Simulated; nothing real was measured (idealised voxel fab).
This section sets out a process module, namely voxel self aligned vias.
Section shown: cut. Width: 260 nm. Cell size: 5 nm, square.
Think of the cross-section as a grid of square cells. We describe it in bands, top to bottom, and each band covers one or more rows of those cells. The entry gives the band's vertical extent as a top height and a bottom height in nm, then its horizontal make-up as materials from left to right, each with a width in nm. "empty" stands for empty space; a single material marked "throughout" fills the band edge to edge. All heights in this document are referenced to 0, defined as the level beneath which the wafer, as received, consists entirely of one material. The lowest band is not bounded below; it extends indefinitely downward and is written in the form "0 and below". Think of "30 to 40" as a width that walks from the first number to the second as you go down the band, top row to bottom row, taking equal-sized steps from row to row. Key: "everything unchanged" - step with no changed cell in the cross-section. The entry "Enclosed voids" lists the empty spaces that cover at least 8 cells and have no open path to the top. Each is written as width x height at distance, where the distance is measured from the left edge and all three values are in nm. What comes after the settings on a step's line is commentary from the simulator itself on that step. What "overlay nm" on a step's line means: if the step has a mask, that mask lay this far to the right of its planned place, or, when the value is negative, to the left. Structure of the following material. The material consists of pairs of cross-sections. Each pair comprises the cross-section before one process step and the cross-section after that step, the latter shown only down to the lowest band that changed. The step between the cross-sections is specified beneath each pair, including its settings. Pairs are not necessarily consecutive: they may derive from different runs of this module performed on the same starting wafer. Continuity with the pair above is to be assumed only where the entry headed "Pre-processing view" of the pair in question states it.
[Pre-processing view]
    0 and below: Si throughout
    Enclosed voids: none
[Cut View, Post-Step]
    10 down to 0: SiO2 throughout
    Lower than 0, everything is as it was.
    Enclosed voids: none
Step, pre vs post cross-sections above: CONFORMAL_DEP, material SiO2, thk nm 10
Pre-processing view: after-state, pair directly above.
[Cut View, Post-Step]
    15 down to 10: SiCN throughout
    Lower than 10, everything is as it was.
    Enclosed voids: none
Step, pre vs post cross-sections above: CONFORMAL_DEP, material SiCN, thk nm 5
Pre-processing view: after-state, pair directly above.
[Cut View, Post-Step]
    45 down to 15: SiO2 throughout
    Lower than 15, everything is as it was.
    Enclosed voids: none
Step, pre vs post cross-sections above: DIRECTIONAL_DEP, material SiO2, thk nm 30
Pre-processing view: after-state, pair directly above.
[Cut View, Post-Step]
    45 down to 15: SiO2 65 nm / empty 20 nm / SiO2 35 nm / empty 20 nm / SiO2 35 nm / empty 20 nm / SiO2 65 nm
    Lower than 15, everything is as it was.
    Enclosed voids: none
Step, pre vs post cross-sections above: MASKED_ETCH, tone open, mask id LINES, width nm 20, pitch nm 55, etch materials SiO2, depth nm 30, overlay nm 0
Pre-processing view: after-state, pair directly above.
[Cut View, Post-Step]
    50 down to 45: TiN 70 nm / empty 10 nm / TiN 45 nm / empty 10 nm / TiN 45 nm / empty 10 nm / TiN 70 nm
    45 down to 20: SiO2 65 nm / TiN 5 nm / empty 10 nm / TiN 5 nm / SiO2 35 nm / TiN 5 nm / empty 10 nm / TiN 5 nm / SiO2 35 nm / TiN 5 nm / empty 10 nm / TiN 5 nm / SiO2 65 nm
    20 down to 15: SiO2 65 nm / TiN 20 nm / SiO2 35 nm / TiN 20 nm / SiO2 35 nm / TiN 20 nm / SiO2 65 nm
    Lower than 15, everything is as it was.
    Enclosed voids: none
Step, pre vs post cross-sections above: CONFORMAL_DEP, material TiN, thk nm 5
Pre-processing view: after-state, pair directly above.
[Cut View, Post-Step]
    55 down to 50: Ru throughout
    50 down to 45: TiN 70 nm / Ru 10 nm / TiN 45 nm / Ru 10 nm / TiN 45 nm / Ru 10 nm / TiN 70 nm
    45 down to 20: SiO2 65 nm / TiN 5 nm / Ru 10 nm / TiN 5 nm / SiO2 35 nm / TiN 5 nm / Ru 10 nm / TiN 5 nm / SiO2 35 nm / TiN 5 nm / Ru 10 nm / TiN 5 nm / SiO2 65 nm
    Lower than 20, everything is as it was.
    Enclosed voids: none
Step, pre vs post cross-sections above: FILL_DEP, material Ru, thk nm 5
Pre-processing view: after-state, pair directly above.
[Cut View, Post-Step]
    45 down to 20: SiO2 65 nm / TiN 5 nm / Ru 10 nm / TiN 5 nm / SiO2 35 nm / TiN 5 nm / Ru 10 nm / TiN 5 nm / SiO2 35 nm / TiN 5 nm / Ru 10 nm / TiN 5 nm / SiO2 65 nm
    Lower than 20, everything is as it was.
    Enclosed voids: none
Step, pre vs post cross-sections above: CMP, height nm 45
Pre-processing view: after-state, pair directly above.
[Cut View, Post-Step]
    45 down to 40: SiO2 65 nm / empty 20 nm / SiO2 35 nm / empty 20 nm / SiO2 35 nm / empty 20 nm / SiO2 65 nm
    Lower than 40, everything is as it was.
    Enclosed voids: none
Step, pre vs post cross-sections above: SELECTIVE_ETCH, etch materials W Ru TiN, depth nm 5
Pre-processing view: after-state, pair directly above.
[Cut View, Post-Step]
    50 down to 45: SiN throughout
    45 down to 40: SiO2 65 nm / SiN 20 nm / SiO2 35 nm / SiN 20 nm / SiO2 35 nm / SiN 20 nm / SiO2 65 nm
    Lower than 40, everything is as it was.
    Enclosed voids: none
Step, pre vs post cross-sections above: FILL_DEP, material SiN, thk nm 5
Pre-processing view: after-state, pair directly above.
[Cut View, Post-Step]
    45 down to 40: SiO2 65 nm / SiN 20 nm / SiO2 35 nm / SiN 20 nm / SiO2 35 nm / SiN 20 nm / SiO2 65 nm
    Lower than 40, everything is as it was.
    Enclosed voids: none
Step, pre vs post cross-sections above: CMP, height nm 45
Pre-processing view: after-state, pair directly above.
[Cut View, Post-Step]
    60 down to 45: SiO2 throughout
    Lower than 45, everything is as it was.
    Enclosed voids: none
Step, pre vs post cross-sections above: DIRECTIONAL_DEP, material SiO2, thk nm 15
Pre-processing view: after-state, pair directly above.
[Cut View, Post-Step]
    60 down to 45: SiO2 60 nm / empty 30 nm / SiO2 25 nm / empty 30 nm / SiO2 25 nm / empty 30 nm / SiO2 60 nm
    Lower than 45, everything is as it was.
    Enclosed voids: none
Step, pre vs post cross-sections above: MASKED_ETCH, tone open, mask id VIAS, width nm 30, pitch nm 55, etch materials SiO2, depth nm 15, overlay nm 0
Pre-processing view: after-state, pair directly above.
[Cut View, Post-Step]
    60 down to 45: SiO2 60 nm / empty 30 nm / SiO2 25 nm / empty 30 nm / SiO2 25 nm / empty 30 nm / SiO2 60 nm
    45 down to 40: SiO2 65 nm / empty 20 nm / SiO2 35 nm / empty 20 nm / SiO2 35 nm / empty 20 nm / SiO2 65 nm
    Lower than 40, everything is as it was.
    Enclosed voids: none
Step, pre vs post cross-sections above: MASKED_ETCH, tone open, mask id VIAS, width nm 30, pitch nm 55, etch materials SiN, depth nm 5, overlay nm 0
Pre-processing view: after-state, pair directly above.
[Cut View, Post-Step]
    65 down to 60: TiN 65 nm / empty 20 nm / TiN 35 nm / empty 20 nm / TiN 35 nm / empty 20 nm / TiN 65 nm
    60 down to 50: SiO2 60 nm / TiN 5 nm / empty 20 nm / TiN 5 nm / SiO2 25 nm / TiN 5 nm / empty 20 nm / TiN 5 nm / SiO2 25 nm / TiN 5 nm / empty 20 nm / TiN 5 nm / SiO2 60 nm
    50 down to 45: SiO2 60 nm / TiN 10 nm / empty 10 nm / TiN 10 nm / SiO2 25 nm / TiN 10 nm / empty 10 nm / TiN 10 nm / SiO2 25 nm / TiN 10 nm / empty 10 nm / TiN 10 nm / SiO2 60 nm
    45 down to 40: SiO2 65 nm / TiN 20 nm / SiO2 35 nm / TiN 20 nm / SiO2 35 nm / TiN 20 nm / SiO2 65 nm
    Lower than 40, everything is as it was.
    Enclosed voids: none
Step, pre vs post cross-sections above: CONFORMAL_DEP, material TiN, thk nm 5
Pre-processing view: after-state, pair directly above.
[Cut View, Post-Step]
    75 down to 65: Cu throughout
    65 down to 60: TiN 65 nm / Cu 20 nm / TiN 35 nm / Cu 20 nm / TiN 35 nm / Cu 20 nm / TiN 65 nm
    60 down to 50: SiO2 60 nm / TiN 5 nm / Cu 20 nm / TiN 5 nm / SiO2 25 nm / TiN 5 nm / Cu 20 nm / TiN 5 nm / SiO2 25 nm / TiN 5 nm / Cu 20 nm / TiN 5 nm / SiO2 60 nm
    50 down to 45: SiO2 60 nm / TiN 10 nm / Cu 10 nm / TiN 10 nm / SiO2 25 nm / TiN 10 nm / Cu 10 nm / TiN 10 nm / SiO2 25 nm / TiN 10 nm / Cu 10 nm / TiN 10 nm / SiO2 60 nm
    Lower than 45, everything is as it was.
    Enclosed voids: none
Step, pre vs post cross-sections above: FILL_DEP, material Cu, thk nm 10
Pre-processing view: after-state, pair directly above.
[Cut View, Post-Step]
    60 down to 50: SiO2 60 nm / TiN 5 nm / Cu 20 nm / TiN 5 nm / SiO2 25 nm / TiN 5 nm / Cu 20 nm / TiN 5 nm / SiO2 25 nm / TiN 5 nm / Cu 20 nm / TiN 5 nm / SiO2 60 nm
    Lower than 50, everything is as it was.
    Enclosed voids: none
Step, pre vs post cross-sections above: CMP, height nm 60
Pre-processing view: after-state, pair directly above.
[Cut View, Post-Step]
    65 down to 60: SiN throughout
    Lower than 60, everything is as it was.
    Enclosed voids: none
Step, pre vs post cross-sections above: CONFORMAL_DEP, material SiN, thk nm 5
[Pre-processing view]
    75 down to 65: Cu throughout
    65 down to 60: TiN 65 nm / Cu 20 nm / TiN 35 nm / Cu 20 nm / TiN 35 nm / Cu 20 nm / TiN 65 nm
    60 down to 50: SiO2 60 nm / TiN 5 nm / Cu 20 nm / TiN 5 nm / SiO2 25 nm / TiN 5 nm / Cu 20 nm / TiN 5 nm / SiO2 25 nm / TiN 5 nm / Cu 20 nm / TiN 5 nm / SiO2 60 nm
    50 down to 45: SiO2 60 nm / TiN 10 nm / Cu 10 nm / TiN 10 nm / SiO2 25 nm / TiN 10 nm / Cu 10 nm / TiN 10 nm / SiO2 25 nm / TiN 10 nm / Cu 10 nm / TiN 10 nm / SiO2 60 nm
    45 down to 40: SiO2 65 nm / TiN 20 nm / SiO2 35 nm / TiN 20 nm / SiO2 35 nm / TiN 20 nm / SiO2 65 nm
    40 down to 20: SiO2 65 nm / TiN 5 nm / Ru 10 nm / TiN 5 nm / SiO2 35 nm / TiN 5 nm / Ru 10 nm / TiN 5 nm / SiO2 35 nm / TiN 5 nm / Ru 10 nm / TiN 5 nm / SiO2 65 nm
    20 down to 15: SiO2 65 nm / TiN 20 nm / SiO2 35 nm / TiN 20 nm / SiO2 35 nm / TiN 20 nm / SiO2 65 nm
    15 down to 10: SiCN throughout
    10 down to 0: SiO2 throughout
    0 and below: Si throughout
    Enclosed voids: none
[Cut View, Post-Step]
    80 down to 75: SiN throughout
    Lower than 75, everything is as it was.
    Enclosed voids: none
Step, pre vs post cross-sections above: CONFORMAL_DEP, material SiN, thk nm 5
[Pre-processing view]
    60 down to 45: SiO2 60 nm / empty 30 nm / SiO2 25 nm / empty 30 nm / SiO2 25 nm / empty 30 nm / SiO2 60 nm
    45 down to 40: SiO2 65 nm / SiN 20 nm / SiO2 35 nm / SiN 20 nm / SiO2 35 nm / SiN 20 nm / SiO2 65 nm
    40 down to 20: SiO2 65 nm / TiN 5 nm / Ru 10 nm / TiN 5 nm / SiO2 35 nm / TiN 5 nm / Ru 10 nm / TiN 5 nm / SiO2 35 nm / TiN 5 nm / Ru 10 nm / TiN 5 nm / SiO2 65 nm
    20 down to 15: SiO2 65 nm / TiN 20 nm / SiO2 35 nm / TiN 20 nm / SiO2 35 nm / TiN 20 nm / SiO2 65 nm
    15 down to 10: SiCN throughout
    10 down to 0: SiO2 throughout
    0 and below: Si throughout
    Enclosed voids: none
[Cut View, Post-Step]
    60 down to 45: SiO2 60 nm / empty 30 nm / SiO2 25 nm / empty 30 nm / SiO2 25 nm / empty 30 nm / SiO2 60 nm
    45 down to 40: SiO2 60 nm / empty 5 nm / SiN 20 nm / empty 5 nm / SiO2 25 nm / empty 5 nm / SiN 20 nm / empty 5 nm / SiO2 25 nm / empty 5 nm / SiN 20 nm / empty 5 nm / SiO2 60 nm
    40 down to 30: SiO2 60 nm / empty 5 nm / TiN 5 nm / Ru 10 nm / TiN 5 nm / empty 5 nm / SiO2 25 nm / empty 5 nm / TiN 5 nm / Ru 10 nm / TiN 5 nm / empty 5 nm / SiO2 25 nm / empty 5 nm / TiN 5 nm / Ru 10 nm / TiN 5 nm / empty 5 nm / SiO2 60 nm
    Lower than 30, everything is as it was.
    Enclosed voids: none
Step, pre vs post cross-sections above: MASKED_ETCH, tone open, mask id VIAS, width nm 30, pitch nm 55, etch materials SiO2, depth nm 15, overlay nm 0
Pre-processing view: after-state, pair directly above.
[Cut View, Post-Step]
    60 down to 40: SiO2 60 nm / empty 30 nm / SiO2 25 nm / empty 30 nm / SiO2 25 nm / empty 30 nm / SiO2 60 nm
    Lower than 40, everything is as it was.
    Enclosed voids: none
Step, pre vs post cross-sections above: MASKED_ETCH, tone open, mask id VIAS, width nm 30, pitch nm 55, etch materials SiN, depth nm 5, overlay nm 0
Pre-processing view: after-state, pair directly above.
[Cut View, Post-Step]
    65 down to 60: TiN 65 nm / empty 20 nm / TiN 35 nm / empty 20 nm / TiN 35 nm / empty 20 nm / TiN 65 nm
    60 down to 45: SiO2 60 nm / TiN 5 nm / empty 20 nm / TiN 5 nm / SiO2 25 nm / TiN 5 nm / empty 20 nm / TiN 5 nm / SiO2 25 nm / TiN 5 nm / empty 20 nm / TiN 5 nm / SiO2 60 nm
    45 down to 40: SiO2 60 nm / TiN 30 nm / SiO2 25 nm / TiN 30 nm / SiO2 25 nm / TiN 30 nm / SiO2 60 nm
    40 down to 30: SiO2 60 nm / TiN 10 nm / Ru 10 nm / TiN 10 nm / SiO2 25 nm / TiN 10 nm / Ru 10 nm / TiN 10 nm / SiO2 25 nm / TiN 10 nm / Ru 10 nm / TiN 10 nm / SiO2 60 nm
    Lower than 30, everything is as it was.
    Enclosed voids: none
Step, pre vs post cross-sections above: CONFORMAL_DEP, material TiN, thk nm 5
Pre-processing view: after-state, pair directly above.
[Cut View, Post-Step]
    75 down to 65: Cu throughout
    65 down to 60: TiN 65 nm / Cu 20 nm / TiN 35 nm / Cu 20 nm / TiN 35 nm / Cu 20 nm / TiN 65 nm
    60 down to 45: SiO2 60 nm / TiN 5 nm / Cu 20 nm / TiN 5 nm / SiO2 25 nm / TiN 5 nm / Cu 20 nm / TiN 5 nm / SiO2 25 nm / TiN 5 nm / Cu 20 nm / TiN 5 nm / SiO2 60 nm
    Lower than 45, everything is as it was.
    Enclosed voids: none
Step, pre vs post cross-sections above: FILL_DEP, material Cu, thk nm 10
Pre-processing view: after-state, pair directly above.
[Cut View, Post-Step]
    60 down to 45: SiO2 60 nm / TiN 5 nm / Cu 20 nm / TiN 5 nm / SiO2 25 nm / TiN 5 nm / Cu 20 nm / TiN 5 nm / SiO2 25 nm / TiN 5 nm / Cu 20 nm / TiN 5 nm / SiO2 60 nm
    Lower than 45, everything is as it was.
    Enclosed voids: none
Step, pre vs post cross-sections above: CMP, height nm 60
Pre-processing view: after-state, pair directly above.
[Cut View, Post-Step]
    65 down to 60: SiN throughout
    Lower than 60, everything is as it was.
    Enclosed voids: none
Step, pre vs post cross-sections above: CONFORMAL_DEP, material SiN, thk nm 5
[Pre-processing view]
    0 and below: Si throughout
    Enclosed voids: none
[Cut View, Post-Step]
    5 down to 0: SiCN throughout
    Lower than 0, everything is as it was.
    Enclosed voids: none
Step, pre vs post cross-sections above: CONFORMAL_DEP, material SiCN, thk nm 5
Pre-processing view: after-state, pair directly above.
[Cut View, Post-Step]
    15 down to 5: SiO2 throughout
    Lower than 5, everything is as it was.
    Enclosed voids: none
Step, pre vs post cross-sections above: CONFORMAL_DEP, material SiO2, thk nm 10
Pre-processing view: after-state, pair directly above.
[Cut View, Post-Step]
    45 down to 5: SiO2 throughout
    Lower than 5, everything is as it was.
    Enclosed voids: none
Step, pre vs post cross-sections above: DIRECTIONAL_DEP, material SiO2, thk nm 30
Pre-processing view: after-state, pair directly above.
[Cut View, Post-Step]
    45 down to 15: SiO2 65 nm / empty 20 nm / SiO2 35 nm / empty 20 nm / SiO2 35 nm / empty 20 nm / SiO2 65 nm
    Lower than 15, everything is as it was.
    Enclosed voids: none
Step, pre vs post cross-sections above: MASKED_ETCH, tone open, mask id LINES, width nm 20, pitch nm 55, etch materials SiO2, depth nm 30, overlay nm 0
Pre-processing view: after-state, pair directly above.
[Cut View, Post-Step]
    50 down to 45: TiN 70 nm / empty 10 nm / TiN 45 nm / empty 10 nm / TiN 45 nm / empty 10 nm / TiN 70 nm
    45 down to 20: SiO2 65 nm / TiN 5 nm / empty 10 nm / TiN 5 nm / SiO2 35 nm / TiN 5 nm / empty 10 nm / TiN 5 nm / SiO2 35 nm / TiN 5 nm / empty 10 nm / TiN 5 nm / SiO2 65 nm
    20 down to 15: SiO2 65 nm / TiN 20 nm / SiO2 35 nm / TiN 20 nm / SiO2 35 nm / TiN 20 nm / SiO2 65 nm
    Lower than 15, everything is as it was.
    Enclosed voids: none
Step, pre vs post cross-sections above: CONFORMAL_DEP, material TiN, thk nm 5
Pre-processing view: after-state, pair directly above.
[Cut View, Post-Step]
    55 down to 50: Ru throughout
    50 down to 45: TiN 70 nm / Ru 10 nm / TiN 45 nm / Ru 10 nm / TiN 45 nm / Ru 10 nm / TiN 70 nm
    45 down to 20: SiO2 65 nm / TiN 5 nm / Ru 10 nm / TiN 5 nm / SiO2 35 nm / TiN 5 nm / Ru 10 nm / TiN 5 nm / SiO2 35 nm / TiN 5 nm / Ru 10 nm / TiN 5 nm / SiO2 65 nm
    Lower than 20, everything is as it was.
    Enclosed voids: none
Step, pre vs post cross-sections above: FILL_DEP, material Ru, thk nm 5
Pre-processing view: after-state, pair directly above.
[Cut View, Post-Step]
    45 down to 20: SiO2 65 nm / TiN 5 nm / Ru 10 nm / TiN 5 nm / SiO2 35 nm / TiN 5 nm / Ru 10 nm / TiN 5 nm / SiO2 35 nm / TiN 5 nm / Ru 10 nm / TiN 5 nm / SiO2 65 nm
    Lower than 20, everything is as it was.
    Enclosed voids: none
Step, pre vs post cross-sections above: CMP, height nm 45
Pre-processing view: after-state, pair directly above.
[Cut View, Post-Step]
    45 down to 40: SiO2 65 nm / empty 20 nm / SiO2 35 nm / empty 20 nm / SiO2 35 nm / empty 20 nm / SiO2 65 nm
    Lower than 40, everything is as it was.
    Enclosed voids: none
Step, pre vs post cross-sections above: SELECTIVE_ETCH, etch materials W Ru TiN, depth nm 5
Pre-processing view: after-state, pair directly above.
[Cut View, Post-Step]
    50 down to 45: SiN throughout
    45 down to 40: SiO2 65 nm / SiN 20 nm / SiO2 35 nm / SiN 20 nm / SiO2 35 nm / SiN 20 nm / SiO2 65 nm
    Lower than 40, everything is as it was.
    Enclosed voids: none
Step, pre vs post cross-sections above: FILL_DEP, material SiN, thk nm 5
Pre-processing view: after-state, pair directly above.
[Cut View, Post-Step]
    45 down to 40: SiO2 65 nm / SiN 20 nm / SiO2 35 nm / SiN 20 nm / SiO2 35 nm / SiN 20 nm / SiO2 65 nm
    Lower than 40, everything is as it was.
    Enclosed voids: none
Step, pre vs post cross-sections above: CMP, height nm 45
Pre-processing view: after-state, pair directly above.
[Cut View, Post-Step]
    60 down to 45: SiO2 throughout
    Lower than 45, everything is as it was.
    Enclosed voids: none
Step, pre vs post cross-sections above: DIRECTIONAL_DEP, material SiO2, thk nm 15
Pre-processing view: after-state, pair directly above.
[Cut View, Post-Step]
    60 down to 45: SiO2 60 nm / empty 30 nm / SiO2 25 nm / empty 30 nm / SiO2 25 nm / empty 30 nm / SiO2 60 nm
    Lower than 45, everything is as it was.
    Enclosed voids: none
Step, pre vs post cross-sections above: MASKED_ETCH, tone open, mask id VIAS, width nm 30, pitch nm 55, etch materials SiO2, depth nm 15, overlay nm 0
Pre-processing view: after-state, pair directly above.
[Cut View, Post-Step]
    60 down to 45: SiO2 60 nm / empty 30 nm / SiO2 25 nm / empty 30 nm / SiO2 25 nm / empty 30 nm / SiO2 60 nm
    45 down to 40: SiO2 65 nm / empty 20 nm / SiO2 35 nm / empty 20 nm / SiO2 35 nm / empty 20 nm / SiO2 65 nm
    Lower than 40, everything is as it was.
    Enclosed voids: none
Step, pre vs post cross-sections above: MASKED_ETCH, tone open, mask id VIAS, width nm 30, pitch nm 55, etch materials SiN, depth nm 5, overlay nm 0
Pre-processing view: after-state, pair directly above.
[Cut View, Post-Step]
    65 down to 60: TiN 65 nm / empty 20 nm / TiN 35 nm / empty 20 nm / TiN 35 nm / empty 20 nm / TiN 65 nm
    60 down to 50: SiO2 60 nm / TiN 5 nm / empty 20 nm / TiN 5 nm / SiO2 25 nm / TiN 5 nm / empty 20 nm / TiN 5 nm / SiO2 25 nm / TiN 5 nm / empty 20 nm / TiN 5 nm / SiO2 60 nm
    50 down to 45: SiO2 60 nm / TiN 10 nm / empty 10 nm / TiN 10 nm / SiO2 25 nm / TiN 10 nm / empty 10 nm / TiN 10 nm / SiO2 25 nm / TiN 10 nm / empty 10 nm / TiN 10 nm / SiO2 60 nm
    45 down to 40: SiO2 65 nm / TiN 20 nm / SiO2 35 nm / TiN 20 nm / SiO2 35 nm / TiN 20 nm / SiO2 65 nm
    Lower than 40, everything is as it was.
    Enclosed voids: none
Step, pre vs post cross-sections above: CONFORMAL_DEP, material TiN, thk nm 5
Pre-processing view: after-state, pair directly above.
[Cut View, Post-Step]
    75 down to 65: Cu throughout
    65 down to 60: TiN 65 nm / Cu 20 nm / TiN 35 nm / Cu 20 nm / TiN 35 nm / Cu 20 nm / TiN 65 nm
    60 down to 50: SiO2 60 nm / TiN 5 nm / Cu 20 nm / TiN 5 nm / SiO2 25 nm / TiN 5 nm / Cu 20 nm / TiN 5 nm / SiO2 25 nm / TiN 5 nm / Cu 20 nm / TiN 5 nm / SiO2 60 nm
    50 down to 45: SiO2 60 nm / TiN 10 nm / Cu 10 nm / TiN 10 nm / SiO2 25 nm / TiN 10 nm / Cu 10 nm / TiN 10 nm / SiO2 25 nm / TiN 10 nm / Cu 10 nm / TiN 10 nm / SiO2 60 nm
    Lower than 45, everything is as it was.
    Enclosed voids: none
Step, pre vs post cross-sections above: FILL_DEP, material Cu, thk nm 10
Pre-processing view: after-state, pair directly above.
[Cut View, Post-Step]
    60 down to 50: SiO2 60 nm / TiN 5 nm / Cu 20 nm / TiN 5 nm / SiO2 25 nm / TiN 5 nm / Cu 20 nm / TiN 5 nm / SiO2 25 nm / TiN 5 nm / Cu 20 nm / TiN 5 nm / SiO2 60 nm
    Lower than 50, everything is as it was.
    Enclosed voids: none
Step, pre vs post cross-sections above: CMP, height nm 60
Pre-processing view: after-state, pair directly above.
[Cut View, Post-Step]
    65 down to 60: SiN throughout
    Lower than 60, everything is as it was.
    Enclosed voids: none
Step, pre vs post cross-sections above: CONFORMAL_DEP, material SiN, thk nm 5
[Pre-processing view]
    75 down to 65: Cu throughout
    65 down to 60: TiN 65 nm / Cu 20 nm / TiN 35 nm / Cu 20 nm / TiN 35 nm / Cu 20 nm / TiN 65 nm
    60 down to 50: SiO2 60 nm / TiN 5 nm / Cu 20 nm / TiN 5 nm / SiO2 25 nm / TiN 5 nm / Cu 20 nm / TiN 5 nm / SiO2 25 nm / TiN 5 nm / Cu 20 nm / TiN 5 nm / SiO2 60 nm
    50 down to 45: SiO2 60 nm / TiN 10 nm / Cu 10 nm / TiN 10 nm / SiO2 25 nm / TiN 10 nm / Cu 10 nm / TiN 10 nm / SiO2 25 nm / TiN 10 nm / Cu 10 nm / TiN 10 nm / SiO2 60 nm
    45 down to 40: SiO2 65 nm / TiN 20 nm / SiO2 35 nm / TiN 20 nm / SiO2 35 nm / TiN 20 nm / SiO2 65 nm
    40 down to 20: SiO2 65 nm / TiN 5 nm / Ru 10 nm / TiN 5 nm / SiO2 35 nm / TiN 5 nm / Ru 10 nm / TiN 5 nm / SiO2 35 nm / TiN 5 nm / Ru 10 nm / TiN 5 nm / SiO2 65 nm
    20 down to 15: SiO2 65 nm / TiN 20 nm / SiO2 35 nm / TiN 20 nm / SiO2 35 nm / TiN 20 nm / SiO2 65 nm
    15 down to 10: SiCN throughout
    10 down to 0: SiO2 throughout
    0 and below: Si throughout
    Enclosed voids: none
[Cut View, Post-Step]
    70 down to 65: Cu throughout
    Lower than 65, everything is as it was.
    Enclosed voids: none
Step, pre vs post cross-sections above: CMP, height nm 70
Pre-processing view: after-state, pair directly above.
[Cut View, Post-Step]
    75 down to 70: SiN throughout
    Lower than 70, everything is as it was.
    Enclosed voids: none
Step, pre vs post cross-sections above: CONFORMAL_DEP, material SiN, thk nm 5
[Pre-processing view]
    60 down to 45: SiO2 throughout
    45 down to 40: SiO2 65 nm / SiN 20 nm / SiO2 35 nm / SiN 20 nm / SiO2 35 nm / SiN 20 nm / SiO2 65 nm
    40 down to 20: SiO2 65 nm / TiN 5 nm / Ru 10 nm / TiN 5 nm / SiO2 35 nm / TiN 5 nm / Ru 10 nm / TiN 5 nm / SiO2 35 nm / TiN 5 nm / Ru 10 nm / TiN 5 nm / SiO2 65 nm
    20 down to 15: SiO2 65 nm / TiN 20 nm / SiO2 35 nm / TiN 20 nm / SiO2 35 nm / TiN 20 nm / SiO2 65 nm
    15 down to 10: SiCN throughout
    10 down to 0: SiO2 throughout
    0 and below: Si throughout
    Enclosed voids: none
[Cut View, Post-Step]
    60 down to 45: SiO2 55 nm / empty 40 nm / SiO2 15 nm / empty 40 nm / SiO2 15 nm / empty 40 nm / SiO2 55 nm
    Lower than 45, everything is as it was.
    Enclosed voids: none
Step, pre vs post cross-sections above: MASKED_ETCH, tone open, mask id VIAS, width nm 40, pitch nm 55, etch materials SiO2, depth nm 15, overlay nm 0
Pre-processing view: after-state, pair directly above.
[Cut View, Post-Step]
    60 down to 45: SiO2 55 nm / empty 40 nm / SiO2 15 nm / empty 40 nm / SiO2 15 nm / empty 40 nm / SiO2 55 nm
    45 down to 40: SiO2 65 nm / empty 20 nm / SiO2 35 nm / empty 20 nm / SiO2 35 nm / empty 20 nm / SiO2 65 nm
    Lower than 40, everything is as it was.
    Enclosed voids: none
Step, pre vs post cross-sections above: MASKED_ETCH, tone open, mask id VIAS, width nm 30, pitch nm 55, etch materials SiN, depth nm 5, overlay nm 0
Pre-processing view: after-state, pair directly above.
[Cut View, Post-Step]
    65 down to 60: TiN 60 nm / empty 30 nm / TiN 25 nm / empty 30 nm / TiN 25 nm / empty 30 nm / TiN 60 nm
    60 down to 50: SiO2 55 nm / TiN 5 nm / empty 30 nm / TiN 5 nm / SiO2 15 nm / TiN 5 nm / empty 30 nm / TiN 5 nm / SiO2 15 nm / TiN 5 nm / empty 30 nm / TiN 5 nm / SiO2 55 nm
    50 down to 45: SiO2 55 nm / TiN 15 nm / empty 10 nm / TiN 15 nm / SiO2 15 nm / TiN 15 nm / empty 10 nm / TiN 15 nm / SiO2 15 nm / TiN 15 nm / empty 10 nm / TiN 15 nm / SiO2 55 nm
    45 down to 40: SiO2 65 nm / TiN 20 nm / SiO2 35 nm / TiN 20 nm / SiO2 35 nm / TiN 20 nm / SiO2 65 nm
    Lower than 40, everything is as it was.
    Enclosed voids: none
Step, pre vs post cross-sections above: CONFORMAL_DEP, material TiN, thk nm 5
Pre-processing view: after-state, pair directly above.
[Cut View, Post-Step]
    75 down to 65: Cu throughout
    65 down to 60: TiN 60 nm / Cu 30 nm / TiN 25 nm / Cu 30 nm / TiN 25 nm / Cu 30 nm / TiN 60 nm
    60 down to 50: SiO2 55 nm / TiN 5 nm / Cu 30 nm / TiN 5 nm / SiO2 15 nm / TiN 5 nm / Cu 30 nm / TiN 5 nm / SiO2 15 nm / TiN 5 nm / Cu 30 nm / TiN 5 nm / SiO2 55 nm
    50 down to 45: SiO2 55 nm / TiN 15 nm / Cu 10 nm / TiN 15 nm / SiO2 15 nm / TiN 15 nm / Cu 10 nm / TiN 15 nm / SiO2 15 nm / TiN 15 nm / Cu 10 nm / TiN 15 nm / SiO2 55 nm
    Lower than 45, everything is as it was.
    Enclosed voids: none
Step, pre vs post cross-sections above: FILL_DEP, material Cu, thk nm 10
Pre-processing view: after-state, pair directly above.
[Cut View, Post-Step]
    60 down to 50: SiO2 55 nm / TiN 5 nm / Cu 30 nm / TiN 5 nm / SiO2 15 nm / TiN 5 nm / Cu 30 nm / TiN 5 nm / SiO2 15 nm / TiN 5 nm / Cu 30 nm / TiN 5 nm / SiO2 55 nm
    Lower than 50, everything is as it was.
    Enclosed voids: none
Step, pre vs post cross-sections above: CMP, height nm 60
Pre-processing view: after-state, pair directly above.
[Cut View, Post-Step]
    65 down to 60: SiN throughout
    Lower than 60, everything is as it was.
    Enclosed voids: none
Step, pre vs post cross-sections above: CONFORMAL_DEP, material SiN, thk nm 5
[Pre-processing view]
    45 down to 15: SiO2 throughout
    15 down to 10: SiCN throughout
    10 down to 0: SiO2 throughout
    0 and below: Si throughout
    Enclosed voids: none
[Cut View, Post-Step]
    45 down to 15: SiO2 55 nm / empty 20 nm / SiO2 35 nm / empty 20 nm / SiO2 35 nm / empty 20 nm / SiO2 75 nm
    Lower than 15, everything is as it was.
    Enclosed voids: none
Step, pre vs post cross-sections above: MASKED_ETCH, tone open, mask id LINES, width nm 20, pitch nm 55, etch materials SiO2, depth nm 30, overlay nm -10
Pre-processing view: after-state, pair directly above.
[Cut View, Post-Step]
    50 down to 45: TiN 60 nm / empty 10 nm / TiN 45 nm / empty 10 nm / TiN 45 nm / empty 10 nm / TiN 80 nm
    45 down to 20: SiO2 55 nm / TiN 5 nm / empty 10 nm / TiN 5 nm / SiO2 35 nm / TiN 5 nm / empty 10 nm / TiN 5 nm / SiO2 35 nm / TiN 5 nm / empty 10 nm / TiN 5 nm / SiO2 75 nm
    20 down to 15: SiO2 55 nm / TiN 20 nm / SiO2 35 nm / TiN 20 nm / SiO2 35 nm / TiN 20 nm / SiO2 75 nm
    Lower than 15, everything is as it was.
    Enclosed voids: none
Step, pre vs post cross-sections above: CONFORMAL_DEP, material TiN, thk nm 5
Pre-processing view: after-state, pair directly above.
[Cut View, Post-Step]
    55 down to 50: Ru throughout
    50 down to 45: TiN 60 nm / Ru 10 nm / TiN 45 nm / Ru 10 nm / TiN 45 nm / Ru 10 nm / TiN 80 nm
    45 down to 20: SiO2 55 nm / TiN 5 nm / Ru 10 nm / TiN 5 nm / SiO2 35 nm / TiN 5 nm / Ru 10 nm / TiN 5 nm / SiO2 35 nm / TiN 5 nm / Ru 10 nm / TiN 5 nm / SiO2 75 nm
    Lower than 20, everything is as it was.
    Enclosed voids: none
Step, pre vs post cross-sections above: FILL_DEP, material Ru, thk nm 5
